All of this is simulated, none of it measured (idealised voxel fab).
process module | voxel transistor to metal
cross-section cut | 170 nm wide | cells 5 nm
A cross-section is a grid of square cells, given in bands from the top down. A band is one or more rows of cells.
Each band's line starts with the height of the band's top and of its bottom, in nm. Then come its materials from left to right, each with its width in nm. One material with "throughout" fills the band from edge to edge. "air" is empty space.
Height 0 is the level under which the wafer as received is all one material. The lowest band goes on downwards, as in "0 down".
A width such as "30 to 40" changes by the same amount from each row of cells to the next, from the band's top row to its bottom row.
"no change" after a step means that no cell of the cross-section changed.
closed voids: empty space of 8 cells or more with no open way to the top, each as width x height at its distance from the left edge, in nm
after a step's settings: what the simulator itself notes on the step
overlay nm, on a step with a mask: how far to the right of its planned place the mask lay; to the left if negative
plan
1 op RECEIVE | material Si
2 op CONFORMAL_DEP | material SiO2 | thk nm 5
3 op CONFORMAL_DEP | material SiN | thk nm 10
4 op DIRECTIONAL_DEP | material aC | thk nm 10
5 op PATTERN | tone cover | mask id ACTIVE | material resist | width nm 110 | thk nm 25 | overlay nm 0
6 op DIRECTIONAL_ETCH | etch materials aC | depth nm 10
7 op STRIP | etch materials resist
8 op DIRECTIONAL_ETCH | etch materials SiN | depth nm 10
9 op DIRECTIONAL_ETCH | etch materials SiO2 | depth nm 5
10 op DIRECTIONAL_ETCH | etch materials Si | depth nm 20
11 op STRIP | etch materials aC
12 op FILL_DEP | material SiO2 | thk nm 15
13 op CMP | height nm 15
14 op SELECTIVE_ETCH | etch materials SiO2 | depth nm 5
15 op STRIP | etch materials SiN
16 op SELECTIVE_ETCH | etch materials SiO2 | depth nm 5
17 op OXIDIZE | depth nm 5
18 op DIRECTIONAL_DEP | material polySi | thk nm 30
19 op DIRECTIONAL_DEP | material SiCN | thk nm 15
20 op MASKED_ETCH | tone cover | mask id GATE | width nm 30 | etch materials SiCN | depth nm 25 | overlay nm 0
21 op MASKED_ETCH | tone cover | mask id GATE | width nm 30 | etch materials polySi | depth nm 40 | overlay nm 0
22 op CONFORMAL_DEP | material SiN | thk nm 5
23 op DIRECTIONAL_ETCH | etch materials SiN | depth nm 5
24 op DIRECTIONAL_ETCH | etch materials SiO2 | depth nm 5
25 op DIRECTIONAL_ETCH | etch materials Si | depth nm 15
26 op EPI | material pSi | thk nm 15
27 op FILL_DEP | material SiO2 | thk nm 10
28 op CMP | height nm 30
29 op STRIP | etch materials polySi
30 op SELECTIVE_ETCH | etch materials SiO2 | depth nm 5
31 op CONFORMAL_DEP | material HfO2 | thk nm 5
32 op CONFORMAL_DEP | material TiN | thk nm 5
33 op FILL_DEP | material W | thk nm 5
34 op CMP | height nm 25
35 op DIRECTIONAL_DEP | material SiO2 | thk nm 10
36 op PATTERN | tone open | mask id CONTACT | material resist | width nm 15 | pitch nm 75 | thk nm 20 | overlay nm 0
37 op DIRECTIONAL_ETCH | etch materials SiO2 | depth nm 40
38 op STRIP | etch materials resist
39 op CONFORMAL_DEP | material TiN | thk nm 5
40 op FILL_DEP | material Ru | thk nm 10
41 op CMP | height nm 35
42 op DIRECTIONAL_DEP | material TiN | thk nm 5
43 op DIRECTIONAL_DEP | material W | thk nm 25
44 op DIRECTIONAL_DEP | material aC | thk nm 15
45 op PATTERN | tone cover | mask id METAL_1 | material resist | width nm 15 | pitch nm 75 | thk nm 30 | overlay nm 0
46 op DIRECTIONAL_ETCH | etch materials aC | depth nm 15
47 op STRIP | etch materials resist
48 op DIRECTIONAL_ETCH | etch materials W | depth nm 25
49 op DIRECTIONAL_ETCH | etch materials TiN | depth nm 5
50 op STRIP | etch materials aC
51 op CONFORMAL_DEP | material SiCN | thk nm 5
52 op FILL_DEP | material lowk | thk nm 10
53 op CMP | height nm 65
54 op CONFORMAL_DEP | material SiCN | thk nm 5
as received, after step 1
  0 down: Si throughout
  closed voids: none
a wafer at the end: this start, this plan, one mistake
  70 to 65: SiCN throughout
  65 to 40: lowk 35 | SiO2 5 | W 15 | SiO2 5 | lowk 50 | SiO2 5 | W 15 | SiO2 5 | lowk 35
  40 to 35: SiO2 40 | TiN 15 | SiO2 60 | TiN 15 | SiO2 40
  35 to 25: SiO2 40 | TiN 5 | Ru 5 | TiN 5 | SiO2 60 | TiN 5 | Ru 5 | TiN 5 | SiO2 40
  25 to 15: SiO2 40 | TiN 5 | Ru 5 | TiN 5 | SiO2 10 | SiN 5 | HfO2 5 | TiN 5 | W 10 | TiN 5 | HfO2 5 | SiN 5 | SiO2 10 | TiN 5 | Ru 5 | TiN 5 | SiO2 40
  15 to 10: SiO2 40 | TiN 15 | SiO2 10 | SiN 5 | HfO2 5 | TiN 5 | W 10 | TiN 5 | HfO2 5 | SiN 5 | SiO2 10 | TiN 15 | SiO2 40
  10 to 5: SiO2 40 | TiN 10 | pSi 15 | SiN 5 | HfO2 5 | TiN 5 | W 10 | TiN 5 | HfO2 5 | SiN 5 | pSi 15 | TiN 10 | SiO2 40
  5 to 0: SiO2 25 | SiN 5 | SiO2 10 | TiN 10 | pSi 15 | SiN 5 | HfO2 5 | TiN 20 | HfO2 5 | SiN 5 | pSi 15 | TiN 10 | SiO2 10 | SiN 5 | SiO2 25
  0 to -5: SiO2 40 | TiN 10 | pSi 15 | HfO2 40 | pSi 15 | TiN 10 | SiO2 40
  -5 to -20: SiO2 30 | pSi 35 | Si 40 | pSi 35 | SiO2 30
  -20 down: Si throughout
  closed voids: none
what went wrong: step 51 ran as: op CONFORMAL_DEP | material SiO2 | thk nm 5
